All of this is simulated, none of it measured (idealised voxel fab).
process module | voxel wiring stack
cross-section cut | 165 nm wide | cells 5 nm
A cross-section is a grid of square cells, given in bands from the top down. A band is one or more rows of cells.
Each band's line starts with the height of the band's top and of its bottom, in nm. Then come its materials from left to right, each with its width in nm. One material with "throughout" fills the band from edge to edge. "air" is empty space.
Height 0 is the level under which the wafer as received is all one material. The lowest band goes on downwards, as in "0 down".
A width such as "30 to 40" changes by the same amount from each row of cells to the next, from the band's top row to its bottom row.
"no change" after a step means that no cell of the cross-section changed.
closed voids: empty space of 8 cells or more with no open way to the top, each as width x height at its distance from the left edge, in nm
after a step's settings: what the simulator itself notes on the step
overlay nm, on a step with a mask: how far to the right of its planned place the mask lay; to the left if negative
plan
1 op RECEIVE | material Si
2 op CONFORMAL_DEP | material SiO2 | thk nm 10
3 op CONFORMAL_DEP | material SiCN | thk nm 5
4 op DIRECTIONAL_DEP | material lowk | thk nm 25
5 op MASKED_ETCH | tone open | mask id METAL_1 | width nm 30 | pitch nm 45 | etch materials lowk | depth nm 25 | overlay nm 0
6 op MASKED_ETCH | tone open | mask id METAL_1 | width nm 30 | pitch nm 45 | etch materials SiCN | depth nm 5 | overlay nm 0
7 op CONFORMAL_DEP | material TiN | thk nm 5
8 op FILL_DEP | material Cu | thk nm 5
9 op CMP | height nm 40
10 op EPI | material Ru | thk nm 5
11 op FILL_DEP | material SiCN | thk nm 5
12 op DIRECTIONAL_DEP | material SiO2 | thk nm 30
13 op MASKED_ETCH | tone open | mask id METAL_2_HOLES | width nm 15 | pitch nm 45 | etch materials SiO2 | depth nm 30 | overlay nm 0
14 op PATTERN | tone open | mask id METAL_2 | material resist | width nm 30 | pitch nm 45 | thk nm 20 | overlay nm 0
15 op DIRECTIONAL_ETCH | etch materials SiO2 | depth nm 20
16 op DIRECTIONAL_ETCH | etch materials SiCN | depth nm 5
17 op STRIP | etch materials resist
18 op CONFORMAL_DEP | material TiN | thk nm 5
19 op FILL_DEP | material Cu | thk nm 10
20 op CMP | height nm 80
21 op CONFORMAL_DEP | material SiCN | thk nm 5
22 op DIRECTIONAL_DEP | material lowk | thk nm 20
23 op PATTERN | tone open | mask id PLUG_2 | material resist | width nm 15 | thk nm 15 | overlay nm 0
24 op DIRECTIONAL_ETCH | etch materials lowk | depth nm 20
25 op DIRECTIONAL_ETCH | etch materials SiCN | depth nm 5
26 op STRIP | etch materials resist
27 op CONFORMAL_DEP | material TiN | thk nm 5
28 op FILL_DEP | material Cu | thk nm 10
29 op CMP | height nm 105
30 op CONFORMAL_DEP | material SiCN | thk nm 5
31 op DIRECTIONAL_DEP | material SiO2 | thk nm 25
32 op MASKED_ETCH | tone open | mask id METAL_3 | width nm 30 | pitch nm 45 | etch materials SiO2 | depth nm 25 | overlay nm 0
33 op MASKED_ETCH | tone open | mask id METAL_3 | width nm 30 | pitch nm 45 | etch materials SiCN | depth nm 5 | overlay nm 0
34 op CONFORMAL_DEP | material TiN | thk nm 5
35 op FILL_DEP | material Ru | thk nm 5
36 op CMP | height nm 135
37 op CONFORMAL_DEP | material SiCN | thk nm 5
38 op DIRECTIONAL_DEP | material lowk | thk nm 10
39 op MASKED_ETCH | tone open | mask id PLUG_3 | width nm 15 | etch materials lowk | depth nm 10 | overlay nm 0
40 op MASKED_ETCH | tone open | mask id PLUG_3 | width nm 15 | etch materials SiCN | depth nm 5 | overlay nm 0
41 op CONFORMAL_DEP | material TiN | thk nm 5
42 op FILL_DEP | material W | thk nm 10
43 op CMP | height nm 150
44 op CONFORMAL_DEP | material SiN | thk nm 5
45 op DIRECTIONAL_DEP | material SiO2 | thk nm 20
46 op MASKED_ETCH | tone open | mask id METAL_4 | width nm 30 | pitch nm 45 | etch materials SiO2 | depth nm 20 | overlay nm 0
47 op MASKED_ETCH | tone open | mask id METAL_4 | width nm 30 | pitch nm 45 | etch materials SiN | depth nm 5 | overlay nm 0
48 op CONFORMAL_DEP | material TiN | thk nm 5
49 op FILL_DEP | material Cu | thk nm 10
50 op CMP | height nm 175
51 op EPI | material Ru | thk nm 5
52 op FILL_DEP | material SiCN | thk nm 5
first wafer, as planned
as received, after step 1
  0 down: Si throughout
  closed voids: none
after step 2
  10 to 0: SiO2 throughout
  below 0: unchanged
after step 3
  15 to 10: SiCN throughout
  below 10: unchanged
after step 4
  40 to 15: lowk throughout
  below 15: unchanged
after step 5
  40 to 15: lowk 45 | air 30 | lowk 15 | air 30 | lowk 45
  below 15: unchanged
after step 6
  40 to 15: lowk 45 | air 30 | lowk 15 | air 30 | lowk 45
  15 to 10: SiCN 45 | air 30 | SiCN 15 | air 30 | SiCN 45
  below 10: unchanged
after step 7
  45 to 40: TiN 50 | air 20 | TiN 25 | air 20 | TiN 50
  40 to 15: lowk 45 | TiN 5 | air 20 | TiN 5 | lowk 15 | TiN 5 | air 20 | TiN 5 | lowk 45
  15 to 10: SiCN 45 | TiN 30 | SiCN 15 | TiN 30 | SiCN 45
  below 10: unchanged
after step 8
  50 to 45: Cu throughout
  45 to 40: TiN 50 | Cu 20 | TiN 25 | Cu 20 | TiN 50
  40 to 15: lowk 45 | TiN 5 | Cu 20 | TiN 5 | lowk 15 | TiN 5 | Cu 20 | TiN 5 | lowk 45
  below 15: unchanged
after step 9
  40 to 15: lowk 45 | TiN 5 | Cu 20 | TiN 5 | lowk 15 | TiN 5 | Cu 20 | TiN 5 | lowk 45
  below 15: unchanged
after step 10
  45 to 40: air 40 | Ru 40 | air 5 | Ru 40 | air 40
  below 40: unchanged
after step 11
  50 to 45: SiCN throughout
  45 to 40: SiCN 40 | Ru 40 | SiCN 5 | Ru 40 | SiCN 40
  below 40: unchanged
after step 12
  80 to 50: SiO2 throughout
  below 50: unchanged
after step 13
  80 to 50: SiO2 45 | air 15 | SiO2 30 | air 15 | SiO2 60
  below 50: unchanged
after step 14
  100 to 80: resist 45 | air 30 | resist 15 | air 30 | resist 45
  below 80: unchanged
after step 15
  100 to 80: resist 45 | air 30 | resist 15 | air 30 | resist 45
  80 to 60: SiO2 45 | air 30 | SiO2 15 | air 30 | SiO2 45
  below 60: unchanged
after step 16
  100 to 80: resist 45 | air 30 | resist 15 | air 30 | resist 45
  80 to 60: SiO2 45 | air 30 | SiO2 15 | air 30 | SiO2 45
  60 to 50: SiO2 45 | air 15 | SiO2 30 | air 15 | SiO2 60
  50 to 45: SiCN 45 | air 15 | SiCN 30 | air 15 | SiCN 60
  below 45: unchanged
after step 17
  80 to 60: SiO2 45 | air 30 | SiO2 15 | air 30 | SiO2 45
  below 60: unchanged
after step 18
  85 to 80: TiN 50 | air 20 | TiN 25 | air 20 | TiN 50
  80 to 65: SiO2 45 | TiN 5 | air 20 | TiN 5 | SiO2 15 | TiN 5 | air 20 | TiN 5 | SiO2 45
  65 to 60: SiO2 45 | TiN 5 | air 5 | TiN 20 | SiO2 15 | TiN 5 | air 5 | TiN 20 | SiO2 45
  60 to 50: SiO2 45 | TiN 5 | air 5 | TiN 5 | SiO2 30 | TiN 5 | air 5 | TiN 5 | SiO2 60
  50 to 45: SiCN 45 | TiN 15 | SiCN 30 | TiN 15 | SiCN 60
  below 45: unchanged
after step 19
  95 to 85: Cu throughout
  85 to 80: TiN 50 | Cu 20 | TiN 25 | Cu 20 | TiN 50
  80 to 65: SiO2 45 | TiN 5 | Cu 20 | TiN 5 | SiO2 15 | TiN 5 | Cu 20 | TiN 5 | SiO2 45
  65 to 60: SiO2 45 | TiN 5 | Cu 5 | TiN 20 | SiO2 15 | TiN 5 | Cu 5 | TiN 20 | SiO2 45
  60 to 50: SiO2 45 | TiN 5 | Cu 5 | TiN 5 | SiO2 30 | TiN 5 | Cu 5 | TiN 5 | SiO2 60
  below 50: unchanged
after step 20
  80 to 65: SiO2 45 | TiN 5 | Cu 20 | TiN 5 | SiO2 15 | TiN 5 | Cu 20 | TiN 5 | SiO2 45
  below 65: unchanged
after step 21
  85 to 80: SiCN throughout
  below 80: unchanged
after step 22
  105 to 85: lowk throughout
  below 85: unchanged
after step 23
  120 to 105: resist 45 | air 15 | resist 105
  below 105: unchanged
after step 24
  120 to 105: resist 45 | air 15 | resist 105
  105 to 85: lowk 45 | air 15 | lowk 105
  below 85: unchanged
after step 25
  120 to 105: resist 45 | air 15 | resist 105
  105 to 85: lowk 45 | air 15 | lowk 105
  85 to 80: SiCN 45 | air 15 | SiCN 105
  below 80: unchanged
after step 26
  105 to 85: lowk 45 | air 15 | lowk 105
  below 85: unchanged
after step 27
  110 to 105: TiN 50 | air 5 | TiN 110
  105 to 85: lowk 45 | TiN 5 | air 5 | TiN 5 | lowk 105
  85 to 80: SiCN 45 | TiN 15 | SiCN 105
  below 80: unchanged
after step 28
  120 to 110: Cu throughout
  110 to 105: TiN 50 | Cu 5 | TiN 110
  105 to 85: lowk 45 | TiN 5 | Cu 5 | TiN 5 | lowk 105
  below 85: unchanged
after step 29
  105 to 85: lowk 45 | TiN 5 | Cu 5 | TiN 5 | lowk 105
  below 85: unchanged
after step 30
  110 to 105: SiCN throughout
  below 105: unchanged
after step 31
  135 to 110: SiO2 throughout
  below 110: unchanged
after step 32
  135 to 110: SiO2 45 | air 30 | SiO2 15 | air 30 | SiO2 45
  below 110: unchanged
after step 33
  135 to 110: SiO2 45 | air 30 | SiO2 15 | air 30 | SiO2 45
  110 to 105: SiCN 45 | air 30 | SiCN 15 | air 30 | SiCN 45
  below 105: unchanged
after step 34
  140 to 135: TiN 50 | air 20 | TiN 25 | air 20 | TiN 50
  135 to 110: SiO2 45 | TiN 5 | air 20 | TiN 5 | SiO2 15 | TiN 5 | air 20 | TiN 5 | SiO2 45
  110 to 105: SiCN 45 | TiN 30 | SiCN 15 | TiN 30 | SiCN 45
  below 105: unchanged
after step 35
  145 to 140: Ru throughout
  140 to 135: TiN 50 | Ru 20 | TiN 25 | Ru 20 | TiN 50
  135 to 110: SiO2 45 | TiN 5 | Ru 20 | TiN 5 | SiO2 15 | TiN 5 | Ru 20 | TiN 5 | SiO2 45
  below 110: unchanged
after step 36
  135 to 110: SiO2 45 | TiN 5 | Ru 20 | TiN 5 | SiO2 15 | TiN 5 | Ru 20 | TiN 5 | SiO2 45
  below 110: unchanged
after step 37
  140 to 135: SiCN throughout
  below 135: unchanged
after step 38
  150 to 140: lowk throughout
  below 140: unchanged
after step 39
  150 to 140: lowk 45 | air 15 | lowk 105
  below 140: unchanged
after step 40
  150 to 140: lowk 45 | air 15 | lowk 105
  140 to 135: SiCN 45 | air 15 | SiCN 105
  below 135: unchanged
after step 41
  155 to 150: TiN 50 | air 5 | TiN 110
  150 to 140: lowk 45 | TiN 5 | air 5 | TiN 5 | lowk 105
  140 to 135: SiCN 45 | TiN 15 | SiCN 105
  below 135: unchanged
after step 42
  165 to 155: W throughout
  155 to 150: TiN 50 | W 5 | TiN 110
  150 to 140: lowk 45 | TiN 5 | W 5 | TiN 5 | lowk 105
  below 140: unchanged
after step 43
  150 to 140: lowk 45 | TiN 5 | W 5 | TiN 5 | lowk 105
  below 140: unchanged
after step 44
  155 to 150: SiN throughout
  below 150: unchanged
after step 45
  175 to 155: SiO2 throughout
  below 155: unchanged
after step 46
  175 to 155: SiO2 45 | air 30 | SiO2 15 | air 30 | SiO2 45
  below 155: unchanged
after step 47
  175 to 155: SiO2 45 | air 30 | SiO2 15 | air 30 | SiO2 45
  155 to 150: SiN 45 | air 30 | SiN 15 | air 30 | SiN 45
  below 150: unchanged
after step 48
  180 to 175: TiN 50 | air 20 | TiN 25 | air 20 | TiN 50
  175 to 155: SiO2 45 | TiN 5 | air 20 | TiN 5 | SiO2 15 | TiN 5 | air 20 | TiN 5 | SiO2 45
  155 to 150: SiN 45 | TiN 30 | SiN 15 | TiN 30 | SiN 45
  below 150: unchanged
after step 49
  190 to 180: Cu throughout
  180 to 175: TiN 50 | Cu 20 | TiN 25 | Cu 20 | TiN 50
  175 to 155: SiO2 45 | TiN 5 | Cu 20 | TiN 5 | SiO2 15 | TiN 5 | Cu 20 | TiN 5 | SiO2 45
  below 155: unchanged
after step 50
  175 to 155: SiO2 45 | TiN 5 | Cu 20 | TiN 5 | SiO2 15 | TiN 5 | Cu 20 | TiN 5 | SiO2 45
  below 155: unchanged
after step 51
  180 to 175: air 40 | Ru 40 | air 5 | Ru 40 | air 40
  below 175: unchanged
after step 52
  185 to 180: SiCN throughout
  180 to 175: SiCN 40 | Ru 40 | SiCN 5 | Ru 40 | SiCN 40
  below 175: unchanged
second wafer: like start, like plan, one mistake. Through step 5 it matches the first wafer
when step 6 should have ended
  40 to 15: lowk 45 | air 30 | lowk 15 | air 30 | lowk 45
  15 to 10: SiCN 50 | air 20 | SiCN 25 | air 20 | SiCN 50
  below 10: unchanged
when step 7 should have ended
  45 to 40: TiN 50 | air 20 | TiN 25 | air 20 | TiN 50
  40 to 20: lowk 45 | TiN 5 | air 20 | TiN 5 | lowk 15 | TiN 5 | air 20 | TiN 5 | lowk 45
  20 to 15: lowk 45 | TiN 10 | air 10 | TiN 10 | lowk 15 | TiN 10 | air 10 | TiN 10 | lowk 45
  15 to 10: SiCN 50 | TiN 20 | SiCN 25 | TiN 20 | SiCN 50
  below 10: unchanged
when step 8 should have ended
  50 to 45: Cu throughout
  45 to 40: TiN 50 | Cu 20 | TiN 25 | Cu 20 | TiN 50
  40 to 20: lowk 45 | TiN 5 | Cu 20 | TiN 5 | lowk 15 | TiN 5 | Cu 20 | TiN 5 | lowk 45
  20 to 15: lowk 45 | TiN 10 | Cu 10 | TiN 10 | lowk 15 | TiN 10 | Cu 10 | TiN 10 | lowk 45
  below 15: unchanged
when step 9 should have ended
  40 to 20: lowk 45 | TiN 5 | Cu 20 | TiN 5 | lowk 15 | TiN 5 | Cu 20 | TiN 5 | lowk 45
  below 20: unchanged
when step 10 should have ended
  45 to 40: air 40 | Ru 40 | air 5 | Ru 40 | air 40
  below 40: unchanged
when step 11 should have ended
  50 to 45: SiCN throughout
  45 to 40: SiCN 40 | Ru 40 | SiCN 5 | Ru 40 | SiCN 40
  below 40: unchanged
when step 12 should have ended
  80 to 50: SiO2 throughout
  below 50: unchanged
when step 13 should have ended
  80 to 50: SiO2 45 | air 15 | SiO2 30 | air 15 | SiO2 60
  below 50: unchanged
when step 14 should have ended
  100 to 80: resist 45 | air 30 | resist 15 | air 30 | resist 45
  below 80: unchanged
when step 15 should have ended
  100 to 80: resist 45 | air 30 | resist 15 | air 30 | resist 45
  80 to 60: SiO2 45 | air 30 | SiO2 15 | air 30 | SiO2 45
  below 60: unchanged
when step 16 should have ended
  100 to 80: resist 45 | air 30 | resist 15 | air 30 | resist 45
  80 to 60: SiO2 45 | air 30 | SiO2 15 | air 30 | SiO2 45
  60 to 50: SiO2 45 | air 15 | SiO2 30 | air 15 | SiO2 60
  50 to 45: SiCN 45 | air 15 | SiCN 30 | air 15 | SiCN 60
  below 45: unchanged
when step 17 should have ended
  80 to 60: SiO2 45 | air 30 | SiO2 15 | air 30 | SiO2 45
  below 60: unchanged
when step 18 should have ended
  85 to 80: TiN 50 | air 20 | TiN 25 | air 20 | TiN 50
  80 to 65: SiO2 45 | TiN 5 | air 20 | TiN 5 | SiO2 15 | TiN 5 | air 20 | TiN 5 | SiO2 45
  65 to 60: SiO2 45 | TiN 5 | air 5 | TiN 20 | SiO2 15 | TiN 5 | air 5 | TiN 20 | SiO2 45
  60 to 50: SiO2 45 | TiN 5 | air 5 | TiN 5 | SiO2 30 | TiN 5 | air 5 | TiN 5 | SiO2 60
  50 to 45: SiCN 45 | TiN 15 | SiCN 30 | TiN 15 | SiCN 60
  below 45: unchanged
when step 19 should have ended
  95 to 85: Cu throughout
  85 to 80: TiN 50 | Cu 20 | TiN 25 | Cu 20 | TiN 50
  80 to 65: SiO2 45 | TiN 5 | Cu 20 | TiN 5 | SiO2 15 | TiN 5 | Cu 20 | TiN 5 | SiO2 45
  65 to 60: SiO2 45 | TiN 5 | Cu 5 | TiN 20 | SiO2 15 | TiN 5 | Cu 5 | TiN 20 | SiO2 45
  60 to 50: SiO2 45 | TiN 5 | Cu 5 | TiN 5 | SiO2 30 | TiN 5 | Cu 5 | TiN 5 | SiO2 60
  below 50: unchanged
when step 20 should have ended
  80 to 65: SiO2 45 | TiN 5 | Cu 20 | TiN 5 | SiO2 15 | TiN 5 | Cu 20 | TiN 5 | SiO2 45
  below 65: unchanged
when step 21 should have ended
  85 to 80: SiCN throughout
  below 80: unchanged
when step 22 should have ended
  105 to 85: lowk throughout
  below 85: unchanged
when step 23 should have ended
  120 to 105: resist 45 | air 15 | resist 105
  below 105: unchanged
when step 24 should have ended
  120 to 105: resist 45 | air 15 | resist 105
  105 to 85: lowk 45 | air 15 | lowk 105
  below 85: unchanged
when step 25 should have ended
  120 to 105: resist 45 | air 15 | resist 105
  105 to 85: lowk 45 | air 15 | lowk 105
  85 to 80: SiCN 45 | air 15 | SiCN 105
  below 80: unchanged
when step 26 should have ended
  105 to 85: lowk 45 | air 15 | lowk 105
  below 85: unchanged
when step 27 should have ended
  110 to 105: TiN 50 | air 5 | TiN 110
  105 to 85: lowk 45 | TiN 5 | air 5 | TiN 5 | lowk 105
  85 to 80: SiCN 45 | TiN 15 | SiCN 105
  below 80: unchanged
when step 28 should have ended
  120 to 110: Cu throughout
  110 to 105: TiN 50 | Cu 5 | TiN 110
  105 to 85: lowk 45 | TiN 5 | Cu 5 | TiN 5 | lowk 105
  below 85: unchanged
when step 29 should have ended
  105 to 85: lowk 45 | TiN 5 | Cu 5 | TiN 5 | lowk 105
  below 85: unchanged
when step 30 should have ended
  110 to 105: SiCN throughout
  below 105: unchanged
when step 31 should have ended
  135 to 110: SiO2 throughout
  below 110: unchanged
when step 32 should have ended
  135 to 110: SiO2 45 | air 30 | SiO2 15 | air 30 | SiO2 45
  below 110: unchanged
when step 33 should have ended
  135 to 110: SiO2 45 | air 30 | SiO2 15 | air 30 | SiO2 45
  110 to 105: SiCN 45 | air 30 | SiCN 15 | air 30 | SiCN 45
  below 105: unchanged
when step 34 should have ended
  140 to 135: TiN 50 | air 20 | TiN 25 | air 20 | TiN 50
  135 to 110: SiO2 45 | TiN 5 | air 20 | TiN 5 | SiO2 15 | TiN 5 | air 20 | TiN 5 | SiO2 45
  110 to 105: SiCN 45 | TiN 30 | SiCN 15 | TiN 30 | SiCN 45
  below 105: unchanged
when step 35 should have ended
  145 to 140: Ru throughout
  140 to 135: TiN 50 | Ru 20 | TiN 25 | Ru 20 | TiN 50
  135 to 110: SiO2 45 | TiN 5 | Ru 20 | TiN 5 | SiO2 15 | TiN 5 | Ru 20 | TiN 5 | SiO2 45
  below 110: unchanged
when step 36 should have ended
  135 to 110: SiO2 45 | TiN 5 | Ru 20 | TiN 5 | SiO2 15 | TiN 5 | Ru 20 | TiN 5 | SiO2 45
  below 110: unchanged
when step 37 should have ended
  140 to 135: SiCN throughout
  below 135: unchanged
when step 38 should have ended
  150 to 140: lowk throughout
  below 140: unchanged
when step 39 should have ended
  150 to 140: lowk 45 | air 15 | lowk 105
  below 140: unchanged
when step 40 should have ended
  150 to 140: lowk 45 | air 15 | lowk 105
  140 to 135: SiCN 45 | air 15 | SiCN 105
  below 135: unchanged
when step 41 should have ended
  155 to 150: TiN 50 | air 5 | TiN 110
  150 to 140: lowk 45 | TiN 5 | air 5 | TiN 5 | lowk 105
  140 to 135: SiCN 45 | TiN 15 | SiCN 105
  below 135: unchanged
when step 42 should have ended
  165 to 155: W throughout
  155 to 150: TiN 50 | W 5 | TiN 110
  150 to 140: lowk 45 | TiN 5 | W 5 | TiN 5 | lowk 105
  below 140: unchanged
when step 43 should have ended
  150 to 140: lowk 45 | TiN 5 | W 5 | TiN 5 | lowk 105
  below 140: unchanged
when step 44 should have ended
  155 to 150: SiN throughout
  below 150: unchanged
when step 45 should have ended
  175 to 155: SiO2 throughout
  below 155: unchanged
when step 46 should have ended
  175 to 155: SiO2 45 | air 30 | SiO2 15 | air 30 | SiO2 45
  below 155: unchanged
when step 47 should have ended
  175 to 155: SiO2 45 | air 30 | SiO2 15 | air 30 | SiO2 45
  155 to 150: SiN 45 | air 30 | SiN 15 | air 30 | SiN 45
  below 150: unchanged
when step 48 should have ended
  180 to 175: TiN 50 | air 20 | TiN 25 | air 20 | TiN 50
  175 to 155: SiO2 45 | TiN 5 | air 20 | TiN 5 | SiO2 15 | TiN 5 | air 20 | TiN 5 | SiO2 45
  155 to 150: SiN 45 | TiN 30 | SiN 15 | TiN 30 | SiN 45
  below 150: unchanged
when step 49 should have ended
  190 to 180: Cu throughout
  180 to 175: TiN 50 | Cu 20 | TiN 25 | Cu 20 | TiN 50
  175 to 155: SiO2 45 | TiN 5 | Cu 20 | TiN 5 | SiO2 15 | TiN 5 | Cu 20 | TiN 5 | SiO2 45
  below 155: unchanged
when step 50 should have ended
  175 to 155: SiO2 45 | TiN 5 | Cu 20 | TiN 5 | SiO2 15 | TiN 5 | Cu 20 | TiN 5 | SiO2 45
  below 155: unchanged
when step 51 should have ended
  180 to 175: air 40 | Ru 40 | air 5 | Ru 40 | air 40
  below 175: unchanged
when step 52 should have ended
  185 to 180: SiCN throughout
  180 to 175: SiCN 40 | Ru 40 | SiCN 5 | Ru 40 | SiCN 40
  below 175: unchanged
what went wrong: step 6 ran as: op MASKED_ETCH | tone open | mask id METAL_1 | width nm 20 | pitch nm 45 | etch materials SiCN | depth nm 5 | overlay nm 0
at the end the second wafer has, in cells: 4 fewer of Cu | 4 more of SiCN
